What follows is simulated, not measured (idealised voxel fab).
This is a process module. Its name is voxel plated lines.
The cross-section on display is named cut; it measures 245 nm wide, and its cells are 5 nm squares.
In this document a cross-section is written as a grid of square cells. It is given as a series of bands, listed from the top down, and a band is one or more rows of cells. The entry gives the band's vertical extent as a top height and a bottom height in nm, then its horizontal make-up as materials from left to right, each with a width in nm. "empty" stands for empty space; a single material marked "all across" fills the band edge to edge. All heights in this document are referenced to 0, defined as the level beneath which the wafer, as received, consists entirely of one material. The lowest band is not bounded below; it extends indefinitely downward and is written in the form "top 0, no bottom". The notation "30->40" denotes a width that varies across the rows of cells in the band, beginning at the first number in the top row, finishing at the second number in the bottom row, and changing by an identical amount from each row to the next. Reading "all unchanged" for a step: not a cell of the cross-section changed in it. Voids not open to the top, 8 cells minimum: see "Sealed internal voids". Written width x height at distance; distance is from the left edge; nm. If you see something after the settings on a step's line, that's the simulator's own remark about that step. For masked steps, "overlay nm" on the step line gives how far right of plan the mask actually lay; a minus sign means it lay to the left.
**Process steps (planned)**
1. RECEIVE: material Si
2. CONFORMAL_DEP: material SiO2, thk nm 10
3. DIRECTIONAL_DEP: material TiN, thk nm 5
4. PATTERN: tone open, mask id LINES, material resist, width nm 15, pitch nm 35, thk nm 25, overlay nm 0
5. EPI: material Ru, thk nm 5
6. EPI: material Ru, thk nm 10
7. STRIP: etch materials resist
8. DIRECTIONAL_ETCH: etch materials TiN, depth nm 5
9. CONFORMAL_DEP: material SiCN, thk nm 5
**First of two wafers - as planned**
**Cross-section of the wafer upon arrival, representing the state reached after step 1**
	top 0, no bottom = Si all across
	Sealed internal voids: none
**Upon completion of step 2, the wafer appears in cross-section as shown**
	top 10, bottom 0 = SiO2 all across
	Below 0, the layers are the same as they were.
**Upon completion of step 3, the wafer appears in cross-section as shown**
	top 15, bottom 10 = TiN all across
	Below 10, the layers are the same as they were.
**Upon completion of step 4, the wafer appears in cross-section as shown**
	top 40, bottom 15 = resist 95 nm, empty 15 nm, resist 20 nm, empty 15 nm, resist 100 nm
	Below 15, the layers are the same as they were.
**Upon completion of step 5, the wafer appears in cross-section as shown**
	top 40, bottom 20 = resist 95 nm, empty 15 nm, resist 20 nm, empty 15 nm, resist 100 nm
	top 20, bottom 15 = resist 95 nm, Ru 15 nm, resist 20 nm, Ru 15 nm, resist 100 nm
	Below 15, the layers are the same as they were.
**Upon completion of step 6, the wafer appears in cross-section as shown**
	top 40, bottom 30 = resist 95 nm, empty 15 nm, resist 20 nm, empty 15 nm, resist 100 nm
	top 30, bottom 15 = resist 95 nm, Ru 15 nm, resist 20 nm, Ru 15 nm, resist 100 nm
	Below 15, the layers are the same as they were.
**Upon completion of step 7, the wafer appears in cross-section as shown**
	top 30, bottom 15 = empty 95 nm, Ru 15 nm, empty 20 nm, Ru 15 nm, empty 100 nm
	Below 15, the layers are the same as they were.
**Upon completion of step 8, the wafer appears in cross-section as shown**
	top 30, bottom 15 = empty 95 nm, Ru 15 nm, empty 20 nm, Ru 15 nm, empty 100 nm
	top 15, bottom 10 = empty 95 nm, TiN 15 nm, empty 20 nm, TiN 15 nm, empty 100 nm
	Below 10, the layers are the same as they were.
**Upon completion of step 9, the wafer appears in cross-section as shown**
	top 35, bottom 30 = empty 90 nm, SiCN 25 nm, empty 10 nm, SiCN 25 nm, empty 95 nm
	top 30, bottom 15 = empty 90 nm, SiCN 5 nm, Ru 15 nm, SiCN 5 nm, empty 10 nm, SiCN 5 nm, Ru 15 nm, SiCN 5 nm, empty 95 nm
	top 15, bottom 10 = SiCN 95 nm, TiN 15 nm, SiCN 20 nm, TiN 15 nm, SiCN 100 nm
	Below 10, the layers are the same as they were.
**Companion wafer, the second of two: same beginning, same intended sequence, one mistake in carrying it out; through step 5 inclusive it tracks the first exactly**
**Cross-section of the second wafer at the time step 6 of the plan should have ended**
	top 40, bottom 15 = resist 95 nm, Ru 15 nm, resist 20 nm, Ru 15 nm, resist 100 nm
	Below 15, the layers are the same as they were.
**Cross-section of the second wafer at the time step 7 of the plan should have ended**
	top 40, bottom 15 = empty 95 nm, Ru 15 nm, empty 20 nm, Ru 15 nm, empty 100 nm
	Below 15, the layers are the same as they were.
**Cross-section of the second wafer at the time step 8 of the plan should have ended**
	top 40, bottom 15 = empty 95 nm, Ru 15 nm, empty 20 nm, Ru 15 nm, empty 100 nm
	top 15, bottom 10 = empty 95 nm, TiN 15 nm, empty 20 nm, TiN 15 nm, empty 100 nm
	Below 10, the layers are the same as they were.
**Cross-section of the second wafer at the time step 9 of the plan should have ended**
	top 45, bottom 40 = empty 90 nm, SiCN 25 nm, empty 10 nm, SiCN 25 nm, empty 95 nm
	top 40, bottom 15 = empty 90 nm, SiCN 5 nm, Ru 15 nm, SiCN 5 nm, empty 10 nm, SiCN 5 nm, Ru 15 nm, SiCN 5 nm, empty 95 nm
	top 15, bottom 10 = SiCN 95 nm, TiN 15 nm, SiCN 20 nm, TiN 15 nm, SiCN 100 nm
	Below 10, the layers are the same as they were.
Against the plan, the run slipped here: step 6 of the plan was carried out twice
Wafer comparison, final, in cells, second relative to first, materials more or fewer: +12 Ru, +8 SiCN
